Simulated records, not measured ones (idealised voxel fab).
Proc. module: voxel transistor to metal
The cross-section on display is named cut; it measures 180 nm wide, and its cells are 5 nm squares.
Notation: cross-section as square-cell grid; stated in bands, top first, going down; one or more cell rows per band.
Top height, bottom height, nm. Materials left to right, width each, nm. Single material + "everywhere" = fills band edge to edge. "blank" = empty.
Ref level 0: as-received wafer is one material below here. Bottom band extends down with no lower bound ("0 and below").
Width spec "30 to 40" -> top row of cells at first value, bottom row at second value, equal per-row change in between.
Given "nothing got changed" for a step, no cell of the cross-section differs between before and after that step.
Entry "Voids, enclosed". Content: empty spaces with no open connection to the top, size 8 cells or greater. Each: width x height at distance. Distance: from left edge. Unit: nm.
Read whatever lies past the settings on a step's line as the simulator's own remark about the step.
On any step carrying a mask, the "overlay nm" setting, if present on the step's line, tells how far right of its planned place the mask lay; negative values point to the left.
The planned process steps are enumerated hereunder:
1 RECEIVE, material Si
2 CONFORMAL_DEP, material SiO2, thk nm 5
3 CONFORMAL_DEP, material SiN, thk nm 10
4 MASKED_ETCH, tone cover, mask id ACTIVE, width nm 105, etch materials SiN, depth nm 10, overlay nm 0
5 MASKED_ETCH, tone cover, mask id ACTIVE, width nm 105, etch materials SiO2, depth nm 5, overlay nm 0
6 MASKED_ETCH, tone cover, mask id ACTIVE, width nm 105, etch materials Si, depth nm 35, overlay nm 0
7 FILL_DEP, material SiO2, thk nm 15
8 CMP, height nm 15
9 SELECTIVE_ETCH, etch materials SiO2, depth nm 5
10 STRIP, etch materials SiN
11 SELECTIVE_ETCH, etch materials SiO2, depth nm 5
12 OXIDIZE, depth nm 5
13 DIRECTIONAL_DEP, material polySi, thk nm 20
14 DIRECTIONAL_DEP, material SiCN, thk nm 10
15 MASKED_ETCH, tone cover, mask id GATE, width nm 25, etch materials SiCN, depth nm 20, overlay nm 0
16 MASKED_ETCH, tone cover, mask id GATE, width nm 25, etch materials polySi, depth nm 30, overlay nm 0
17 CONFORMAL_DEP, material SiN, thk nm 10
18 DIRECTIONAL_ETCH, etch materials SiN, depth nm 10
19 DIRECTIONAL_ETCH, etch materials SiO2, depth nm 5
20 DIRECTIONAL_ETCH, etch materials Si, depth nm 10
21 EPI, material nSi, thk nm 10
22 FILL_DEP, material SiO2, thk nm 5
23 CMP, height nm 30
24 DIRECTIONAL_DEP, material SiO2, thk nm 15
25 PATTERN, tone open, mask id CONTACT, material resist, width nm 30, pitch nm 65, thk nm 15, overlay nm 0
26 DIRECTIONAL_ETCH, etch materials SiO2, depth nm 50
27 STRIP, etch materials resist
28 CONFORMAL_DEP, material TiN, thk nm 5
29 FILL_DEP, material W, thk nm 5
30 CMP, height nm 45
31 CONFORMAL_DEP, material SiCN, thk nm 5
32 DIRECTIONAL_DEP, material lowk, thk nm 25
33 PATTERN, tone open, mask id METAL_1, material resist, width nm 15, pitch nm 80, thk nm 20, overlay nm 0
34 DIRECTIONAL_ETCH, etch materials lowk, depth nm 25
35 DIRECTIONAL_ETCH, etch materials SiCN, depth nm 5
36 STRIP, etch materials resist
37 CONFORMAL_DEP, material TiN, thk nm 5
38 FILL_DEP, material W, thk nm 10
39 CMP, height nm 75
40 CONFORMAL_DEP, material SiCN, thk nm 5
41 DIRECTIONAL_DEP, material SiO2, thk nm 35
42 MASKED_ETCH, tone open, mask id METAL_2, width nm 15, pitch nm 80, etch materials SiO2, depth nm 20, overlay nm 0
43 DIRECTIONAL_DEP, material aC, thk nm 10
44 PATTERN, tone open, mask id METAL_2_HOLES, material resist, width nm 15, pitch nm 80, thk nm 25, overlay nm 0
45 DIRECTIONAL_ETCH, etch materials aC, depth nm 10
46 STRIP, etch materials resist
47 DIRECTIONAL_ETCH, etch materials SiO2, depth nm 15
48 DIRECTIONAL_ETCH, etch materials SiCN, depth nm 5
49 STRIP, etch materials aC
50 CONFORMAL_DEP, material TiN, thk nm 5
51 FILL_DEP, material Cu, thk nm 10
52 CMP, height nm 115
53 CONFORMAL_DEP, material SiCN, thk nm 5
As-received wafer cross-section (after step 1):
* 0 and below: Si everywhere
* Voids, enclosed: none
First of two wafers at the end of the module, shown in cross-section; run carried out as planned:
* 120 down to 115: SiCN everywhere
* 115 down to 80: SiO2: 40, TiN: 5, Cu: 5, TiN: 5, SiO2: 65, TiN: 5, Cu: 5, TiN: 5, SiO2: 45
* 80 down to 75: SiCN: 40, TiN: 15, SiCN: 65, TiN: 15, SiCN: 45
* 75 down to 50: lowk: 40, TiN: 5, W: 5, TiN: 5, lowk: 65, TiN: 5, W: 5, TiN: 5, lowk: 45
* 50 down to 45: SiCN: 40, TiN: 15, SiCN: 65, TiN: 15, SiCN: 45
* 45 down to 35: SiO2: 40, TiN: 5, W: 20, TiN: 5, SiO2: 35, TiN: 5, W: 20, TiN: 5, SiO2: 45
* 35 down to 30: SiO2: 40, TiN: 5, W: 15, TiN: 10, SiO2: 35, TiN: 10, W: 15, TiN: 5, SiO2: 45
* 30 down to 20: SiO2: 40, TiN: 5, W: 15, TiN: 5, SiN: 10, SiCN: 25, SiN: 10, TiN: 5, W: 15, TiN: 5, SiO2: 45
* 20 down to 10: SiO2: 40, TiN: 5, W: 15, TiN: 5, SiN: 10, polySi: 25, SiN: 10, TiN: 5, W: 15, TiN: 5, SiO2: 45
* 10 down to 5: SiO2: 40, TiN: 25, SiN: 10, polySi: 25, SiN: 10, TiN: 25, SiO2: 45
* 5 down to 0: SiO2: 30, SiN: 10, nSi: 10, TiN: 5, nSi: 10, SiN: 10, polySi: 25, SiN: 10, nSi: 10, TiN: 5, nSi: 10, SiN: 10, SiO2: 35
* 0 down to -5: SiO2: 40, nSi: 10, TiN: 5, nSi: 10, SiO2: 45, nSi: 10, TiN: 5, nSi: 10, SiO2: 45
* -5 down to -15: SiO2: 35, Si: 5, nSi: 25, Si: 45, nSi: 25, Si: 5, SiO2: 40
* -15 down to -35: SiO2: 35, Si: 105, SiO2: 40
* -35 and below: Si everywhere
* Voids, enclosed: none
Wafer two, end of module, cross-section. Same start, same plan as wafer one. One mistake in the run:
* 120 down to 115: SiCN everywhere
* 115 down to 80: SiO2: 40, TiN: 5, Cu: 5, TiN: 5, SiO2: 65, TiN: 5, Cu: 5, TiN: 5, SiO2: 45
* 80 down to 75: SiCN: 40, TiN: 15, SiCN: 65, TiN: 15, SiCN: 45
* 75 down to 50: lowk: 40, TiN: 5, W: 5, TiN: 5, lowk: 65, TiN: 5, W: 5, TiN: 5, lowk: 45
* 50 down to 45: SiCN: 40, TiN: 15, SiCN: 65, TiN: 15, SiCN: 45
* 45 down to 35: SiO2: 40, TiN: 5, W: 20, TiN: 5, SiO2: 35, TiN: 5, W: 20, TiN: 5, SiO2: 45
* 35 down to 30: SiO2: 40, TiN: 5, W: 15, TiN: 10, SiO2: 35, TiN: 10, W: 15, TiN: 5, SiO2: 45
* 30 down to 25: SiO2: 40, TiN: 5, W: 15, TiN: 5, SiN: 10, SiCN: 25, SiN: 10, TiN: 5, W: 15, TiN: 5, SiO2: 45
* 25 down to 15: SiO2: 40, TiN: 5, W: 15, TiN: 5, SiN: 10, polySi: 25, SiN: 10, TiN: 5, W: 15, TiN: 5, SiO2: 45
* 15 down to 10: SiO2: 40, TiN: 5, W: 5, TiN: 15, SiN: 10, polySi: 25, SiN: 10, TiN: 15, W: 5, TiN: 5, SiO2: 45
* 10 down to 5: SiO2: 40, TiN: 15, nSi: 10, SiN: 10, polySi: 25, SiN: 10, nSi: 10, TiN: 15, SiO2: 45
* 5 down to 0: SiO2: 20, nSi: 10, SiN: 10, nSi: 25, SiO2: 45, nSi: 25, SiN: 10, nSi: 10, SiO2: 25
* 0 down to -5: SiO2: 20, nSi: 10, SiO2: 15, nSi: 20, Si: 45, nSi: 20, SiO2: 15, nSi: 10, SiO2: 25
* -5 down to -10: nSi: 30, Si: 15, nSi: 20, Si: 45, nSi: 20, Si: 15, nSi: 35
* -10 down to -15: nSi: 30, Si: 115, nSi: 35
* -15 and below: Si everywhere
* Voids, enclosed: none
What broke from the plan during processing? step 4 off recipe, ran as MASKED_ETCH, tone open, mask id ACTIVE, width nm 105, etch materials SiN, depth nm 10, overlay nm 0
Final comparison by cell count, materials where the second wafer has more or fewer than the first: +85 Si | -5 SiCN | -4 SiN | -96 SiO2 | -4 TiN | -4 W | +28 nSi
